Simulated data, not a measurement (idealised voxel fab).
process module | voxel self aligned contacts
cross-section cut | 230 nm wide | cells 5 nm
A cross-section is a grid of square cells, given in bands from the top down. A band is one or more rows of cells.
Each band's line starts with the height of the band's top and of its bottom, in nm. Then come its materials from left to right, each with its width in nm. One material with "throughout" fills the band from edge to edge. "air" is empty space.
Height 0 is the level under which the wafer as received is all one material. The lowest band goes on downwards, as in "0 down".
A width such as "30 to 40" changes by the same amount from each row of cells to the next, from the band's top row to its bottom row.
"no change" after a step means that no cell of the cross-section changed.
closed voids: empty space of 8 cells or more with no open way to the top, each as width x height at its distance from the left edge, in nm
after a step's settings: what the simulator itself notes on the step
overlay nm, on a step with a mask: how far to the right of its planned place the mask lay; to the left if negative
plan
1 op RECEIVE | material Si
2 op OXIDIZE | depth nm 5
3 op DIRECTIONAL_DEP | material polySi | thk nm 25
4 op DIRECTIONAL_DEP | material SiN | thk nm 15
5 op MASKED_ETCH | tone cover | mask id GATE | width nm 30 | pitch nm 65 | etch materials SiN | depth nm 15 | overlay nm 0
6 op MASKED_ETCH | tone cover | mask id GATE | width nm 30 | pitch nm 65 | etch materials polySi | depth nm 25 | overlay nm 0
7 op CONFORMAL_DEP | material SiN | thk nm 5
8 op DIRECTIONAL_ETCH | etch materials SiN | depth nm 5
9 op FILL_DEP | material SiO2 | thk nm 20
10 op CMP | height nm 50
11 op MASKED_ETCH | tone open | mask id CONTACT | width nm 45 | pitch nm 65 | etch materials SiO2 | depth nm 55 | overlay nm 0
12 op CONFORMAL_DEP | material TiN | thk nm 5
13 op FILL_DEP | material Ru | thk nm 5
14 op CMP | height nm 50
15 op CONFORMAL_DEP | material SiCN | thk nm 5
as received, after step 1
  0 down: Si throughout
  closed voids: none
first wafer at the end, as planned
  55 to 50: SiCN throughout
  50 to 40: SiO2 60 | TiN 5 to 15 | Ru 35 to 15 | TiN 5 to 15 | SiO2 20 | TiN 5 to 15 | Ru 35 to 15 | TiN 5 to 15 | SiO2 60
  40 to 25: SiO2 30 | SiN 40 | TiN 5 | Ru 15 | TiN 5 | SiN 40 | TiN 5 | Ru 15 | TiN 5 | SiN 40 | SiO2 30
  25 to 0: SiO2 30 | SiN 5 | polySi 30 | SiN 5 | TiN 5 | Ru 15 | TiN 5 | SiN 5 | polySi 30 | SiN 5 | TiN 5 | Ru 15 | TiN 5 | SiN 5 | polySi 30 | SiN 5 | SiO2 30
  0 to -5: SiO2 70 | TiN 25 | SiO2 40 | TiN 25 | SiO2 70
  -5 down: Si throughout
  closed voids: none
second wafer at the end: like start, like plan, one mistake
  55 to 50: SiCN throughout
  50 to 45: Ru 55 | TiN 5 | SiO2 45 | TiN 5 | Ru 10 | TiN 5 | SiO2 45 | TiN 5 | Ru 55
  45 to 40: Ru 25 | TiN 35 | SiO2 45 | TiN 20 | SiO2 45 | TiN 35 | Ru 25
  40 to 25: Ru 25 | TiN 5 | SiN 40 | SiO2 25 | SiN 40 | SiO2 25 | SiN 40 | TiN 5 | Ru 25
  25 to 0: Ru 25 | TiN 5 | SiN 5 | polySi 30 | SiN 5 | SiO2 25 | SiN 5 | polySi 30 | SiN 5 | SiO2 25 | SiN 5 | polySi 30 | SiN 5 | TiN 5 | Ru 25
  0 to -5: TiN 30 | SiO2 170 | TiN 30
  -5 down: Si throughout
  closed voids: none
what went wrong: step 11 ran as: op MASKED_ETCH | tone cover | mask id CONTACT | width nm 45 | pitch nm 65 | etch materials SiO2 | depth nm 55 | overlay nm 0
at the end the second wafer has, in cells: 46 more of Ru | 38 fewer of SiO2 | 8 fewer of TiN
